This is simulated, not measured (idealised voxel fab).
Process module heading - voxel transistor to metal
The width of the displayed cross-section, cut, is 295 nm; its cells are square, with a size of 5 nm.
Bands, listed from the top down, are how a cross-section gets written in this document; the cross-section itself is a grid of square cells, and a band is one or more rows of them.
First you get the band's top height and its bottom height, in nm, and then the materials it's made of, left to right, with each width in nm. If you see a single material with "edge to edge", that one covers the band edge to edge. "empty" is empty space.
Height 0 is the level under which the wafer as received is all one material. The lowest band goes on downwards, as in "0 down".
You'd read "30->40" like this: the band's top row of cells is as wide as the first number, its bottom row is as wide as the second, and going down, every row changes width by the same amount as the row before did.
No cell of the cross-section changed in a step that is given as "nothing altered".
"Closed internal voids" means: voids of 8 cells or more that are shut off from the top with no open way through. Written width x height at distance, distance from the left edge, in nm.
after a step's settings: what the simulator itself notes on the step
The optional step-line setting "overlay nm" applies to steps with a mask and quantifies how far to the right of its planned location the mask lay, a negative value indicating leftward placement.

-- Steps planned for the process
| 1 | RECEIVE: material Si |
| 2 | CONFORMAL_DEP: material SiO2, thk nm 5 |
| 3 | CONFORMAL_DEP: material SiN, thk nm 15 |
| 4 | PATTERN: tone cover, mask id ACTIVE, material resist, width nm 105, pitch nm 130, thk nm 20, overlay nm 0 |
| 5 | DIRECTIONAL_ETCH: etch materials SiN, depth nm 15 |
| 6 | DIRECTIONAL_ETCH: etch materials SiO2, depth nm 5 |
| 7 | DIRECTIONAL_ETCH: etch materials Si, depth nm 30 |
| 8 | STRIP: etch materials resist |
| 9 | OXIDIZE: depth nm 5 |
| 10 | FILL_DEP: material SiO2, thk nm 15 |
| 11 | CMP: height nm 20 |
| 12 | SELECTIVE_ETCH: etch materials SiO2, depth nm 15 |
| 13 | STRIP: etch materials SiN |
| 14 | SELECTIVE_ETCH: etch materials SiO2, depth nm 5 |
| 15 | OXIDIZE: depth nm 5 |
| 16 | DIRECTIONAL_DEP: material polySi, thk nm 25 |
| 17 | DIRECTIONAL_DEP: material SiCN, thk nm 15 |
| 18 | DIRECTIONAL_DEP: material aC, thk nm 10 |
| 19 | PATTERN: tone cover, mask id GATE, material resist, width nm 25, pitch nm 130, thk nm 25, overlay nm 0 |
| 20 | DIRECTIONAL_ETCH: etch materials aC, depth nm 10 |
| 21 | STRIP: etch materials resist |
| 22 | DIRECTIONAL_ETCH: etch materials SiCN, depth nm 25 |
| 23 | DIRECTIONAL_ETCH: etch materials polySi, depth nm 35 |
| 24 | STRIP: etch materials aC |
| 25 | CONFORMAL_DEP: material SiN, thk nm 5 |
| 26 | DIRECTIONAL_ETCH: etch materials SiN, depth nm 5 |
| 27 | DIRECTIONAL_ETCH: etch materials SiO2, depth nm 5 |
| 28 | DIRECTIONAL_ETCH: etch materials Si, depth nm 10 |
| 29 | EPI: material nSi, thk nm 15 |
| 30 | FILL_DEP: material SiO2, thk nm 5 |
| 31 | CMP: height nm 40 |
| 32 | DIRECTIONAL_DEP: material SiO2, thk nm 10 |
| 33 | PATTERN: tone open, mask id CONTACT, material resist, width nm 30, pitch nm 65, thk nm 15, overlay nm 0 |
| 34 | DIRECTIONAL_ETCH: etch materials SiO2, depth nm 50 |
| 35 | STRIP: etch materials resist |
| 36 | CONFORMAL_DEP: material TiN, thk nm 5 |
| 37 | FILL_DEP: material W, thk nm 5 |
| 38 | CMP: height nm 50 |
| 39 | DIRECTIONAL_DEP: material TiN, thk nm 5 |
| 40 | DIRECTIONAL_DEP: material Ru, thk nm 15 |
| 41 | MASKED_ETCH: tone cover, mask id METAL_1, width nm 15, etch materials Ru, depth nm 15, overlay nm 0 |
| 42 | MASKED_ETCH: tone cover, mask id METAL_1, width nm 15, etch materials TiN, depth nm 5, overlay nm 0 |
| 43 | CONFORMAL_DEP: material SiN, thk nm 5 |
| 44 | FILL_DEP: material SiO2, thk nm 5 |
| 45 | CMP: height nm 70 |
| 46 | CONFORMAL_DEP: material SiCN, thk nm 5 |
| 47 | DIRECTIONAL_DEP: material SiO2, thk nm 25 |
| 48 | DIRECTIONAL_DEP: material aC, thk nm 10 |
| 49 | PATTERN: tone open, mask id METAL_2, material resist, width nm 15, pitch nm 130, thk nm 30, overlay nm 0 |
| 50 | DIRECTIONAL_ETCH: etch materials aC, depth nm 10 |
| 51 | STRIP: etch materials resist |
| 52 | DIRECTIONAL_ETCH: etch materials SiO2, depth nm 15 |
| 53 | STRIP: etch materials aC |
| 54 | MASKED_ETCH: tone open, mask id METAL_2_HOLES, width nm 15, pitch nm 130, etch materials SiO2, depth nm 10, overlay nm 0 |
| 55 | MASKED_ETCH: tone open, mask id METAL_2_HOLES, width nm 15, pitch nm 130, etch materials SiCN, depth nm 5, overlay nm 0 |
| 56 | CONFORMAL_DEP: material TiN, thk nm 5 |
| 57 | FILL_DEP: material Ru, thk nm 10 |
| 58 | CMP: height nm 100 |
| 59 | CONFORMAL_DEP: material SiN, thk nm 5 |

-- The following pertains to the first of two wafers, which was processed as planned

-- Cross-section: wafer on arrival = after step 1
0 down  Si edge to edge
Closed internal voids: none

-- Presented here is a cross-section of the wafer after step 2 has been performed
5 to 0  SiO2 edge to edge
below 0: unchanged

-- Presented here is a cross-section of the wafer after step 3 has been performed
20 to 5  SiN edge to edge
below 5: unchanged

-- Presented here is a cross-section of the wafer after step 4 has been performed
40 to 20  empty (30) / resist (105) / empty (25) / resist (105) / empty (30)
below 20: unchanged

-- Presented here is a cross-section of the wafer after step 5 has been performed
40 to 20  empty (30) / resist (105) / empty (25) / resist (105) / empty (30)
20 to 5  empty (30) / SiN (105) / empty (25) / SiN (105) / empty (30)
below 5: unchanged

-- Presented here is a cross-section of the wafer after step 6 has been performed
40 to 20  empty (30) / resist (105) / empty (25) / resist (105) / empty (30)
20 to 5  empty (30) / SiN (105) / empty (25) / SiN (105) / empty (30)
5 to 0  empty (30) / SiO2 (105) / empty (25) / SiO2 (105) / empty (30)
below 0: unchanged

-- Presented here is a cross-section of the wafer after step 7 has been performed
40 to 20  empty (30) / resist (105) / empty (25) / resist (105) / empty (30)
20 to 5  empty (30) / SiN (105) / empty (25) / SiN (105) / empty (30)
5 to 0  empty (30) / SiO2 (105) / empty (25) / SiO2 (105) / empty (30)
0 to -30  empty (30) / Si (105) / empty (25) / Si (105) / empty (30)
below -30: unchanged

-- Presented here is a cross-section of the wafer after step 8 has been performed
20 to 5  empty (30) / SiN (105) / empty (25) / SiN (105) / empty (30)
below 5: unchanged

-- Presented here is a cross-section of the wafer after step 9 has been performed
20 to 5  empty (30) / SiN (105) / empty (25) / SiN (105) / empty (30)
5 to 0  empty (30) / SiO2 (105) / empty (25) / SiO2 (105) / empty (30)
0 to -30  empty (30) / SiO2 (5) / Si (95) / SiO2 (5) / empty (25) / SiO2 (5) / Si (95) / SiO2 (5) / empty (30)
-30 to -35  SiO2 (35) / Si (95) / SiO2 (35) / Si (95) / SiO2 (35)
below -35: unchanged

-- Presented here is a cross-section of the wafer after step 10 has been performed
35 to 20  SiO2 edge to edge
20 to 5  SiO2 (30) / SiN (105) / SiO2 (25) / SiN (105) / SiO2 (30)
5 to 0  SiO2 edge to edge
0 to -35  SiO2 (35) / Si (95) / SiO2 (35) / Si (95) / SiO2 (35)
below -35: unchanged

-- Presented here is a cross-section of the wafer after step 11 has been performed
20 to 5  SiO2 (30) / SiN (105) / SiO2 (25) / SiN (105) / SiO2 (30)
below 5: unchanged

-- Presented here is a cross-section of the wafer after step 12 has been performed
20 to 5  empty (30) / SiN (105) / empty (25) / SiN (105) / empty (30)
below 5: unchanged

-- Presented here is a cross-section of the wafer after step 13 has been performed
5 to 0  SiO2 edge to edge
below 0: unchanged

-- Presented here is a cross-section of the wafer after step 14 has been performed
0 to -35  SiO2 (35) / Si (95) / SiO2 (35) / Si (95) / SiO2 (35)
below -35: unchanged

-- Presented here is a cross-section of the wafer after step 15 has been performed
0 to -5  SiO2 edge to edge
below -5: unchanged

-- Presented here is a cross-section of the wafer after step 16 has been performed
25 to 0  polySi edge to edge
below 0: unchanged

-- Presented here is a cross-section of the wafer after step 17 has been performed
40 to 25  SiCN edge to edge
below 25: unchanged

-- Presented here is a cross-section of the wafer after step 18 has been performed
50 to 40  aC edge to edge
below 40: unchanged

-- Presented here is a cross-section of the wafer after step 19 has been performed
75 to 50  empty (70) / resist (25) / empty (105) / resist (25) / empty (70)
below 50: unchanged

-- Presented here is a cross-section of the wafer after step 20 has been performed
65 to 50  empty (70) / resist (25) / empty (105) / resist (25) / empty (70)
50 to 40  empty (70) / aC (25) / empty (105) / aC (25) / empty (70)
below 40: unchanged

-- Presented here is a cross-section of the wafer after step 21 has been performed
50 to 40  empty (70) / aC (25) / empty (105) / aC (25) / empty (70)
below 40: unchanged

-- Presented here is a cross-section of the wafer after step 22 has been performed
50 to 40  empty (70) / aC (25) / empty (105) / aC (25) / empty (70)
40 to 25  empty (70) / SiCN (25) / empty (105) / SiCN (25) / empty (70)
below 25: unchanged

-- Presented here is a cross-section of the wafer after step 23 has been performed
50 to 40  empty (70) / aC (25) / empty (105) / aC (25) / empty (70)
40 to 25  empty (70) / SiCN (25) / empty (105) / SiCN (25) / empty (70)
25 to 0  empty (70) / polySi (25) / empty (105) / polySi (25) / empty (70)
below 0: unchanged

-- Presented here is a cross-section of the wafer after step 24 has been performed
40 to 25  empty (70) / SiCN (25) / empty (105) / SiCN (25) / empty (70)
below 25: unchanged

-- Presented here is a cross-section of the wafer after step 25 has been performed
45 to 40  empty (65) / SiN (35) / empty (95) / SiN (35) / empty (65)
40 to 25  empty (65) / SiN (5) / SiCN (25) / SiN (5) / empty (95) / SiN (5) / SiCN (25) / SiN (5) / empty (65)
25 to 5  empty (65) / SiN (5) / polySi (25) / SiN (5) / empty (95) / SiN (5) / polySi (25) / SiN (5) / empty (65)
5 to 0  SiN (70) / polySi (25) / SiN (105) / polySi (25) / SiN (70)
below 0: unchanged

-- Presented here is a cross-section of the wafer after step 26 has been performed
40 to 25  empty (65) / SiN (5) / SiCN (25) / SiN (5) / empty (95) / SiN (5) / SiCN (25) / SiN (5) / empty (65)
25 to 0  empty (65) / SiN (5) / polySi (25) / SiN (5) / empty (95) / SiN (5) / polySi (25) / SiN (5) / empty (65)
below 0: unchanged

-- Presented here is a cross-section of the wafer after step 27 has been performed
40 to 25  empty (65) / SiN (5) / SiCN (25) / SiN (5) / empty (95) / SiN (5) / SiCN (25) / SiN (5) / empty (65)
25 to 0  empty (65) / SiN (5) / polySi (25) / SiN (5) / empty (95) / SiN (5) / polySi (25) / SiN (5) / empty (65)
0 to -5  empty (65) / SiO2 (35) / empty (95) / SiO2 (35) / empty (65)
below -5: unchanged

-- Presented here is a cross-section of the wafer after step 28 has been performed
40 to 25  empty (65) / SiN (5) / SiCN (25) / SiN (5) / empty (95) / SiN (5) / SiCN (25) / SiN (5) / empty (65)
25 to 0  empty (65) / SiN (5) / polySi (25) / SiN (5) / empty (95) / SiN (5) / polySi (25) / SiN (5) / empty (65)
0 to -5  empty (65) / SiO2 (35) / empty (95) / SiO2 (35) / empty (65)
-5 to -15  SiO2 (35) / empty (30) / Si (35) / empty (30) / SiO2 (35) / empty (30) / Si (35) / empty (30) / SiO2 (35)
below -15: unchanged

-- Presented here is a cross-section of the wafer after step 29 has been performed
40 to 25  empty (65) / SiN (5) / SiCN (25) / SiN (5) / empty (95) / SiN (5) / SiCN (25) / SiN (5) / empty (65)
25 to 10  empty (65) / SiN (5) / polySi (25) / SiN (5) / empty (95) / SiN (5) / polySi (25) / SiN (5) / empty (65)
10 to 0  empty (50) / nSi (15) / SiN (5) / polySi (25) / SiN (5) / nSi (15) / empty (65) / nSi (15) / SiN (5) / polySi (25) / SiN (5) / nSi (15) / empty (50)
0 to -5  empty (30) / nSi (35) / SiO2 (35) / nSi (35) / empty (25) / nSi (35) / SiO2 (35) / nSi (35) / empty (30)
-5 to -15  SiO2 (35) / nSi (30) / Si (35) / nSi (30) / SiO2 (35) / nSi (30) / Si (35) / nSi (30) / SiO2 (35)
below -15: unchanged

-- Presented here is a cross-section of the wafer after step 30 has been performed
45 to 40  SiO2 edge to edge
40 to 25  SiO2 (65) / SiN (5) / SiCN (25) / SiN (5) / SiO2 (95) / SiN (5) / SiCN (25) / SiN (5) / SiO2 (65)
25 to 10  SiO2 (65) / SiN (5) / polySi (25) / SiN (5) / SiO2 (95) / SiN (5) / polySi (25) / SiN (5) / SiO2 (65)
10 to 0  SiO2 (50) / nSi (15) / SiN (5) / polySi (25) / SiN (5) / nSi (15) / SiO2 (65) / nSi (15) / SiN (5) / polySi (25) / SiN (5) / nSi (15) / SiO2 (50)
0 to -5  SiO2 (30) / nSi (35) / SiO2 (35) / nSi (35) / SiO2 (25) / nSi (35) / SiO2 (35) / nSi (35) / SiO2 (30)
below -5: unchanged

-- Presented here is a cross-section of the wafer after step 31 has been performed
40 to 25  SiO2 (65) / SiN (5) / SiCN (25) / SiN (5) / SiO2 (95) / SiN (5) / SiCN (25) / SiN (5) / SiO2 (65)
below 25: unchanged

-- Presented here is a cross-section of the wafer after step 32 has been performed
50 to 40  SiO2 edge to edge
below 40: unchanged

-- Presented here is a cross-section of the wafer after step 33 has been performed
65 to 50  resist (35) / empty (30) / resist (35) / empty (30) / resist (35) / empty (30) / resist (35) / empty (30) / resist (35)
below 50: unchanged

-- Presented here is a cross-section of the wafer after step 34 has been performed
65 to 50  resist (35) / empty (30) / resist (35) / empty (30) / resist (35) / empty (30) / resist (35) / empty (30) / resist (35)
50 to 40  SiO2 (35) / empty (30) / SiO2 (35) / empty (30) / SiO2 (35) / empty (30) / SiO2 (35) / empty (30) / SiO2 (35)
40 to 25  SiO2 (35) / empty (30) / SiN (5) / SiCN (25) / SiN (5) / empty (30) / SiO2 (35) / empty (30) / SiN (5) / SiCN (25) / SiN (5) / empty (30) / SiO2 (35)
25 to 10  SiO2 (35) / empty (30) / SiN (5) / polySi (25) / SiN (5) / empty (30) / SiO2 (35) / empty (30) / SiN (5) / polySi (25) / SiN (5) / empty (30) / SiO2 (35)
10 to 0  SiO2 (35) / empty (15) / nSi (15) / SiN (5) / polySi (25) / SiN (5) / nSi (15) / empty (15) / SiO2 (35) / empty (15) / nSi (15) / SiN (5) / polySi (25) / SiN (5) / nSi (15) / empty (15) / SiO2 (35)
below 0: unchanged

-- Presented here is a cross-section of the wafer after step 35 has been performed
50 to 40  SiO2 (35) / empty (30) / SiO2 (35) / empty (30) / SiO2 (35) / empty (30) / SiO2 (35) / empty (30) / SiO2 (35)
below 40: unchanged

-- Presented here is a cross-section of the wafer after step 36 has been performed
55 to 50  TiN (40) / empty (20) / TiN (45) / empty (20) / TiN (45) / empty (20) / TiN (45) / empty (20) / TiN (40)
50 to 40  SiO2 (35) / TiN (5) / empty (20) / TiN (5) / SiO2 (35) / TiN (5) / empty (20) / TiN (5) / SiO2 (35) / TiN (5) / empty (20) / TiN (5) / SiO2 (35) / TiN (5) / empty (20) / TiN (5) / SiO2 (35)
40 to 25  SiO2 (35) / TiN (5) / empty (20) / TiN (5) / SiN (5) / SiCN (25) / SiN (5) / TiN (5) / empty (20) / TiN (5) / SiO2 (35) / TiN (5) / empty (20) / TiN (5) / SiN (5) / SiCN (25) / SiN (5) / TiN (5) / empty (20) / TiN (5) / SiO2 (35)
25 to 15  SiO2 (35) / TiN (5) / empty (20) / TiN (5) / SiN (5) / polySi (25) / SiN (5) / TiN (5) / empty (20) / TiN (5) / SiO2 (35) / TiN (5) / empty (20) / TiN (5) / SiN (5) / polySi (25) / SiN (5) / TiN (5) / empty (20) / TiN (5) / SiO2 (35)
15 to 10  SiO2 (35) / TiN (5) / empty (5) / TiN (20) / SiN (5) / polySi (25) / SiN (5) / TiN (20) / empty (5) / TiN (5) / SiO2 (35) / TiN (5) / empty (5) / TiN (20) / SiN (5) / polySi (25) / SiN (5) / TiN (20) / empty (5) / TiN (5) / SiO2 (35)
10 to 5  SiO2 (35) / TiN (5) / empty (5) / TiN (5) / nSi (15) / SiN (5) / polySi (25) / SiN (5) / nSi (15) / TiN (5) / empty (5) / TiN (5) / SiO2 (35) / TiN (5) / empty (5) / TiN (5) / nSi (15) / SiN (5) / polySi (25) / SiN (5) / nSi (15) / TiN (5) / empty (5) / TiN (5) / SiO2 (35)
5 to 0  SiO2 (35) / TiN (15) / nSi (15) / SiN (5) / polySi (25) / SiN (5) / nSi (15) / TiN (15) / SiO2 (35) / TiN (15) / nSi (15) / SiN (5) / polySi (25) / SiN (5) / nSi (15) / TiN (15) / SiO2 (35)
below 0: unchanged

-- Presented here is a cross-section of the wafer after step 37 has been performed
60 to 55  W edge to edge
55 to 50  TiN (40) / W (20) / TiN (45) / W (20) / TiN (45) / W (20) / TiN (45) / W (20) / TiN (40)
50 to 40  SiO2 (35) / TiN (5) / W (20) / TiN (5) / SiO2 (35) / TiN (5) / W (20) / TiN (5) / SiO2 (35) / TiN (5) / W (20) / TiN (5) / SiO2 (35) / TiN (5) / W (20) / TiN (5) / SiO2 (35)
40 to 25  SiO2 (35) / TiN (5) / W (20) / TiN (5) / SiN (5) / SiCN (25) / SiN (5) / TiN (5) / W (20) / TiN (5) / SiO2 (35) / TiN (5) / W (20) / TiN (5) / SiN (5) / SiCN (25) / SiN (5) / TiN (5) / W (20) / TiN (5) / SiO2 (35)
25 to 15  SiO2 (35) / TiN (5) / W (20) / TiN (5) / SiN (5) / polySi (25) / SiN (5) / TiN (5) / W (20) / TiN (5) / SiO2 (35) / TiN (5) / W (20) / TiN (5) / SiN (5) / polySi (25) / SiN (5) / TiN (5) / W (20) / TiN (5) / SiO2 (35)
15 to 10  SiO2 (35) / TiN (5) / W (5) / TiN (20) / SiN (5) / polySi (25) / SiN (5) / TiN (20) / W (5) / TiN (5) / SiO2 (35) / TiN (5) / W (5) / TiN (20) / SiN (5) / polySi (25) / SiN (5) / TiN (20) / W (5) / TiN (5) / SiO2 (35)
10 to 5  SiO2 (35) / TiN (5) / W (5) / TiN (5) / nSi (15) / SiN (5) / polySi (25) / SiN (5) / nSi (15) / TiN (5) / W (5) / TiN (5) / SiO2 (35) / TiN (5) / W (5) / TiN (5) / nSi (15) / SiN (5) / polySi (25) / SiN (5) / nSi (15) / TiN (5) / W (5) / TiN (5) / SiO2 (35)
below 5: unchanged

-- Presented here is a cross-section of the wafer after step 38 has been performed
50 to 40  SiO2 (35) / TiN (5) / W (20) / TiN (5) / SiO2 (35) / TiN (5) / W (20) / TiN (5) / SiO2 (35) / TiN (5) / W (20) / TiN (5) / SiO2 (35) / TiN (5) / W (20) / TiN (5) / SiO2 (35)
below 40: unchanged

-- Presented here is a cross-section of the wafer after step 39 has been performed
55 to 50  TiN edge to edge
below 50: unchanged

-- Presented here is a cross-section of the wafer after step 40 has been performed
70 to 55  Ru edge to edge
below 55: unchanged

-- Presented here is a cross-section of the wafer after step 41 has been performed
70 to 55  empty (35) / Ru (15) / empty (65) / Ru (15) / empty (35) / Ru (15) / empty (65) / Ru (15) / empty (35)
below 55: unchanged

-- Presented here is a cross-section of the wafer after step 42 has been performed
70 to 55  empty (35) / Ru (15) / empty (65) / Ru (15) / empty (35) / Ru (15) / empty (65) / Ru (15) / empty (35)
55 to 50  empty (35) / TiN (15) / empty (65) / TiN (15) / empty (35) / TiN (15) / empty (65) / TiN (15) / empty (35)
below 50: unchanged

-- Presented here is a cross-section of the wafer after step 43 has been performed
75 to 70  empty (30) / SiN (25) / empty (55) / SiN (25) / empty (25) / SiN (25) / empty (55) / SiN (25) / empty (30)
70 to 55  empty (30) / SiN (5) / Ru (15) / SiN (5) / empty (55) / SiN (5) / Ru (15) / SiN (5) / empty (25) / SiN (5) / Ru (15) / SiN (5) / empty (55) / SiN (5) / Ru (15) / SiN (5) / empty (30)
55 to 50  SiN (35) / TiN (15) / SiN (65) / TiN (15) / SiN (35) / TiN (15) / SiN (65) / TiN (15) / SiN (35)
below 50: unchanged

-- Presented here is a cross-section of the wafer after step 44 has been performed
80 to 75  SiO2 edge to edge
75 to 70  SiO2 (30) / SiN (25) / SiO2 (55) / SiN (25) / SiO2 (25) / SiN (25) / SiO2 (55) / SiN (25) / SiO2 (30)
70 to 55  SiO2 (30) / SiN (5) / Ru (15) / SiN (5) / SiO2 (55) / SiN (5) / Ru (15) / SiN (5) / SiO2 (25) / SiN (5) / Ru (15) / SiN (5) / SiO2 (55) / SiN (5) / Ru (15) / SiN (5) / SiO2 (30)
below 55: unchanged

-- Presented here is a cross-section of the wafer after step 45 has been performed
70 to 55  SiO2 (30) / SiN (5) / Ru (15) / SiN (5) / SiO2 (55) / SiN (5) / Ru (15) / SiN (5) / SiO2 (25) / SiN (5) / Ru (15) / SiN (5) / SiO2 (55) / SiN (5) / Ru (15) / SiN (5) / SiO2 (30)
below 55: unchanged

-- Presented here is a cross-section of the wafer after step 46 has been performed
75 to 70  SiCN edge to edge
below 70: unchanged

-- Presented here is a cross-section of the wafer after step 47 has been performed
100 to 75  SiO2 edge to edge
below 75: unchanged

-- Presented here is a cross-section of the wafer after step 48 has been performed
110 to 100  aC edge to edge
below 100: unchanged

-- Presented here is a cross-section of the wafer after step 49 has been performed
140 to 110  resist (35) / empty (15) / resist (115) / empty (15) / resist (115)
below 110: unchanged

-- Presented here is a cross-section of the wafer after step 50 has been performed
130 to 110  resist (35) / empty (15) / resist (115) / empty (15) / resist (115)
110 to 100  aC (35) / empty (15) / aC (115) / empty (15) / aC (115)
below 100: unchanged

-- Presented here is a cross-section of the wafer after step 51 has been performed
110 to 100  aC (35) / empty (15) / aC (115) / empty (15) / aC (115)
below 100: unchanged

-- Presented here is a cross-section of the wafer after step 52 has been performed
110 to 100  aC (35) / empty (15) / aC (115) / empty (15) / aC (115)
100 to 85  SiO2 (35) / empty (15) / SiO2 (115) / empty (15) / SiO2 (115)
below 85: unchanged

-- Presented here is a cross-section of the wafer after step 53 has been performed
100 to 85  SiO2 (35) / empty (15) / SiO2 (115) / empty (15) / SiO2 (115)
below 85: unchanged

-- Presented here is a cross-section of the wafer after step 54 has been performed
100 to 75  SiO2 (35) / empty (15) / SiO2 (115) / empty (15) / SiO2 (115)
below 75: unchanged

-- Presented here is a cross-section of the wafer after step 55 has been performed
100 to 75  SiO2 (35) / empty (15) / SiO2 (115) / empty (15) / SiO2 (115)
75 to 70  SiCN (35) / empty (15) / SiCN (115) / empty (15) / SiCN (115)
below 70: unchanged

-- Presented here is a cross-section of the wafer after step 56 has been performed
105 to 100  TiN (40) / empty (5) / TiN (125) / empty (5) / TiN (120)
100 to 75  SiO2 (35) / TiN (5) / empty (5) / TiN (5) / SiO2 (115) / TiN (5) / empty (5) / TiN (5) / SiO2 (115)
75 to 70  SiCN (35) / TiN (15) / SiCN (115) / TiN (15) / SiCN (115)
below 70: unchanged

-- Presented here is a cross-section of the wafer after step 57 has been performed
115 to 105  Ru edge to edge
105 to 100  TiN (40) / Ru (5) / TiN (125) / Ru (5) / TiN (120)
100 to 75  SiO2 (35) / TiN (5) / Ru (5) / TiN (5) / SiO2 (115) / TiN (5) / Ru (5) / TiN (5) / SiO2 (115)
below 75: unchanged

-- Presented here is a cross-section of the wafer after step 58 has been performed
100 to 75  SiO2 (35) / TiN (5) / Ru (5) / TiN (5) / SiO2 (115) / TiN (5) / Ru (5) / TiN (5) / SiO2 (115)
below 75: unchanged

-- Presented here is a cross-section of the wafer after step 59 has been performed
105 to 100  SiN edge to edge
below 100: unchanged

-- Now the other wafer: same start, same recipe, but we messed up one thing when running it. Up to and including step 46 it's the same as the first one

-- Here is the second wafer in cross-section at the point where step 47 of the plan should have been done
85 to 75  aC edge to edge
below 75: unchanged

-- Here is the second wafer in cross-section at the point where step 48 of the plan should have been done
110 to 85  SiO2 edge to edge
below 85: unchanged

-- Here is the second wafer in cross-section at the point where step 49 of the plan should have been done
140 to 110  resist (35) / empty (15) / resist (115) / empty (15) / resist (115)
below 110: unchanged

-- Here is the second wafer in cross-section at the point where step 50 of the plan should have been done
130 to 110  resist (35) / empty (15) / resist (115) / empty (15) / resist (115)
below 110: unchanged

-- Here is the second wafer in cross-section at the point where step 51 of the plan should have been done
110 to 85  SiO2 edge to edge
below 85: unchanged

-- Here is the second wafer in cross-section at the point where step 52 of the plan should have been done
95 to 85  SiO2 edge to edge
below 85: unchanged

Here is the second wafer in cross-section at the point where step 53 of the plan should have been done: nothing altered

-- Here is the second wafer in cross-section at the point where step 54 of the plan should have been done
95 to 85  SiO2 (35) / empty (15) / SiO2 (115) / empty (15) / SiO2 (115)
below 85: unchanged

Here is the second wafer in cross-section at the point where step 55 of the plan should have been done: nothing altered

-- Here is the second wafer in cross-section at the point where step 56 of the plan should have been done
100 to 95  TiN (40) / empty (5) / TiN (125) / empty (5) / TiN (120)
95 to 90  SiO2 (35) / TiN (5) / empty (5) / TiN (5) / SiO2 (115) / TiN (5) / empty (5) / TiN (5) / SiO2 (115)
90 to 85  SiO2 (35) / TiN (15) / SiO2 (115) / TiN (15) / SiO2 (115)
below 85: unchanged

-- Here is the second wafer in cross-section at the point where step 57 of the plan should have been done
110 to 100  Ru edge to edge
100 to 95  TiN (40) / Ru (5) / TiN (125) / Ru (5) / TiN (120)
95 to 90  SiO2 (35) / TiN (5) / Ru (5) / TiN (5) / SiO2 (115) / TiN (5) / Ru (5) / TiN (5) / SiO2 (115)
below 90: unchanged

-- Here is the second wafer in cross-section at the point where step 58 of the plan should have been done
100 to 95  TiN (40) / Ru (5) / TiN (125) / Ru (5) / TiN (120)
below 95: unchanged

-- Here is the second wafer in cross-section at the point where step 59 of the plan should have been done
105 to 100  SiN edge to edge
below 100: unchanged
Which mistake was made when the wafer was run? steps 47 and 48 run out of order (swapped)
The closing comparison, in cells, has the second wafer with more or fewer of some materials than the first: Ru: 6 fewer; SiCN: 6 more; SiO2: 159 fewer; TiN: 41 more; aC: 118 more
